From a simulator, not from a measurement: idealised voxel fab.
process module | voxel released beams
cross-section cut | 260 nm wide | cells 5 nm
A cross-section is a grid of square cells, given in bands from the top down. A band is one or more rows of cells.
Each band's line starts with the height of the band's top and of its bottom, in nm. Then come its materials from left to right, each with its width in nm. One material with "throughout" fills the band from edge to edge. "air" is empty space.
Height 0 is the level under which the wafer as received is all one material. The lowest band goes on downwards, as in "0 down".
A width such as "30 to 40" changes by the same amount from each row of cells to the next, from the band's top row to its bottom row.
"no change" after a step means that no cell of the cross-section changed.
closed voids: empty space of 8 cells or more with no open way to the top, each as width x height at its distance from the left edge, in nm
after a step's settings: what the simulator itself notes on the step
overlay nm, on a step with a mask: how far to the right of its planned place the mask lay; to the left if negative
plan
1 op RECEIVE | material Si
2 op CONFORMAL_DEP | material Al2O3 | thk nm 5
3 op DIRECTIONAL_DEP | material SiO2 | thk nm 10
4 op PATTERN | tone open | mask id ANCHOR | material resist | width nm 25 | thk nm 20 | overlay nm 0
5 op DIRECTIONAL_ETCH | etch materials SiO2 | depth nm 10
6 op STRIP | etch materials resist
7 op CONFORMAL_DEP | material SiN | thk nm 10
8 op PATTERN | tone cover | mask id BEAM | material resist | width nm 105 | thk nm 15 | overlay nm 0
9 op DIRECTIONAL_ETCH | etch materials SiN | depth nm 10
10 op STRIP | etch materials resist
11 op STRIP | etch materials SiO2
as received, after step 1
  0 down: Si throughout
  closed voids: none
first wafer at the end, as planned
  25 to 15: air 75 | SiN 15 | air 5 | SiN 85 | air 80
  15 to 5: air 80 | SiN 25 | air 155
  5 to 0: Al2O3 throughout
  0 down: Si throughout
  closed voids: none
second wafer at the end: like start, like plan, one mistake
  25 to 15: air 75 | SiN 20 | air 5 | SiN 80 | air 80
  15 to 5: air 85 | SiN 25 | air 150
  5 to 0: Al2O3 throughout
  0 down: Si throughout
  closed voids: none
what went wrong: step 4 ran as: op PATTERN | tone open | mask id ANCHOR | material resist | width nm 25 | thk nm 20 | overlay nm 5
at the end the second wafer has, in cells: as many of each material as the first, in other places
